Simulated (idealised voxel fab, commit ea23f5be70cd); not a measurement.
You're looking at the process module voxel lift off.
Section shown: cut. Width: 165 nm. Cell size: 5 nm, square.
Cross-section = grid of square cells, listed top down in bands; band = one or more rows. First you get the band's top height and its bottom height, in nm, and then the materials it's made of, left to right, with each width in nm. If you see a single material with "throughout", that one covers the band edge to edge. "blank" is empty space. Heights are expressed relative to 0, this being the level below which the as-received wafer comprises one material exclusively. The lowest band is unbounded in the downward direction and is denoted as in "0 -> down". Read "30->40" as a graded width: first number on top, second number at the bottom, same change between each pair of neighbouring rows. Take "identical to before" at face value: in the step it is given for, the cross-section changed in none of its cells. In "Non-vented voids" the enclosed voids are listed, meaning empty spaces of 8 cells or larger without any opening to the top. The form is width x height at distance, distance from the left edge, units nm. after a step's settings: what the simulator itself notes on the step. The setting "overlay nm" may be written on the line of a step. When the step uses a mask, the value reports how far to the right of the planned place the mask lay, and a negative value reports that it lay to the left.
## Process steps foreseen in the plan
1) op RECEIVE | material Si
2) op CONFORMAL_DEP | material Al2O3 | thk nm 5
3) op PATTERN | tone open | mask id LINES | material resist | width nm 15 | pitch nm 45 | thk nm 20 | overlay nm 0
4) op DIRECTIONAL_DEP | material Ru | thk nm 5
5) op STRIP | etch materials resist
6) op CONFORMAL_DEP | material SiCN | thk nm 5
varied across the wafers: thk nm of step 2. The plan shows the first wafer's value. All wafers start alike
## So this is the first of several wafers, cross-sectioned as it came to us, meaning it's at the end of step 1
	0 -> down: Si throughout
	Non-vented voids: none
## End of the module, past its last step, step 6: how the first of several wafers looks in cross-section
	15 -> 10: blank: 45; SiCN: 25; blank: 20; SiCN: 25; blank: 50
	10 -> 5: SiCN: 50; Ru: 15; SiCN: 30; Ru: 15; SiCN: 55
	5 -> 0: Al2O3 throughout
	0 -> down: Si throughout
	Non-vented voids: none
## Of the several wafers, the last: cross-section at the end of the module
	30 -> 25: blank: 45; SiCN: 25; blank: 20; SiCN: 25; blank: 50
	25 -> 20: SiCN: 50; Ru: 15; SiCN: 30; Ru: 15; SiCN: 55
	20 -> 0: Al2O3 throughout
	0 -> down: Si throughout
	Non-vented voids: none
## The table below has one row for each wafer; a row shows, as of the end of the module, how many cells of each material the wafer has gained, marked (+), or lost, marked (-), since it was received, and then the wafer's closed voids
thk nm 5, +33 Al2O3, +6 Ru, +37 SiCN, Non-vented voids: none
thk nm 10, +66 Al2O3, +6 Ru, +37 SiCN, Non-vented voids: none
thk nm 15, +99 Al2O3, +6 Ru, +37 SiCN, Non-vented voids: none
thk nm 20, +132 Al2O3, +6 Ru, +37 SiCN, Non-vented voids: none
